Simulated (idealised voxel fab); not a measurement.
Title: Process Module voxel double patterning
cross-section cut | 210 nm wide | cells 5 nm
When this document writes out a cross-section, it uses a grid of square cells and lists it as bands, beginning at the top and moving down, with a band standing for one or more rows of cells.
Read a band's entry like this: the first values are the height of its top and the height of its bottom in nm, and what follows is the sequence of materials from left to right, each with its width in nm. Note that "blank" is empty space, and that a single material marked "everywhere" reaches across the band from edge to edge.
Heights from 0 (as-received wafer is one material below). Bottom band endless downward, as "0 down".
The notation "30->40" denotes a width that varies across the rows of cells in the band, beginning at the first number in the top row, finishing at the second number in the bottom row, and changing by an identical amount from each row to the next.
"nothing altered" after a step means that no cell of the cross-section changed.
The entry titled "Trapped voids" provides the empty spaces that have no open way to the top, restricted to those of 8 cells or more. Each is presented as width x height at distance, the distance being measured from the left edge, with all three in nm.
Step line, after settings: the simulator's comment on this step.
overlay nm: for a step with a mask, the amount by which the mask lay right of where it was planned; a negative amount means left of it.

Here's what the planned process steps look like:
1. RECEIVE, material Si
2. CONFORMAL_DEP, material SiO2, thk nm 10
3. DIRECTIONAL_DEP, material polySi, thk nm 10
4. DIRECTIONAL_DEP, material SiN, thk nm 5
5. PATTERN, tone open, mask id FIRST, material resist, width nm 15, pitch nm 50, thk nm 15, overlay nm 0
6. DIRECTIONAL_ETCH, etch materials SiN, depth nm 5
7. STRIP, etch materials resist
8. DIRECTIONAL_DEP, material aC, thk nm 10
9. PATTERN, tone open, mask id SECOND, material resist, width nm 15, pitch nm 50, thk nm 25, overlay nm 0
10. DIRECTIONAL_ETCH, etch materials aC, depth nm 10
11. STRIP, etch materials resist
12. DIRECTIONAL_ETCH, etch materials SiN, depth nm 5
13. STRIP, etch materials aC
14. DIRECTIONAL_ETCH, etch materials polySi, depth nm 5
15. STRIP, etch materials SiN
Quick note for whoever runs this: the wafers start identical, but the depth nm at step 14 isn't the same across them. The plan just shows what the first wafer had.

Step 1 complete: as-received cross-section of the first of several wafers:
* 0 down | Si everywhere
* Trapped voids: none

The following table contains a row per wafer, in which are reported, at the conclusion of the module, the cells of each material gained (+) or lost (-) since the wafer's receipt, with its closed voids given thereafter:
depth nm 5, +84 SiO2, +69 polySi, Trapped voids: none
depth nm 10, +84 SiO2, +54 polySi, Trapped voids: none
depth nm 15, +84 SiO2, +54 polySi, Trapped voids: none
depth nm 20, +84 SiO2, +54 polySi, Trapped voids: none
depth nm 25, +84 SiO2, +54 polySi, Trapped voids: none
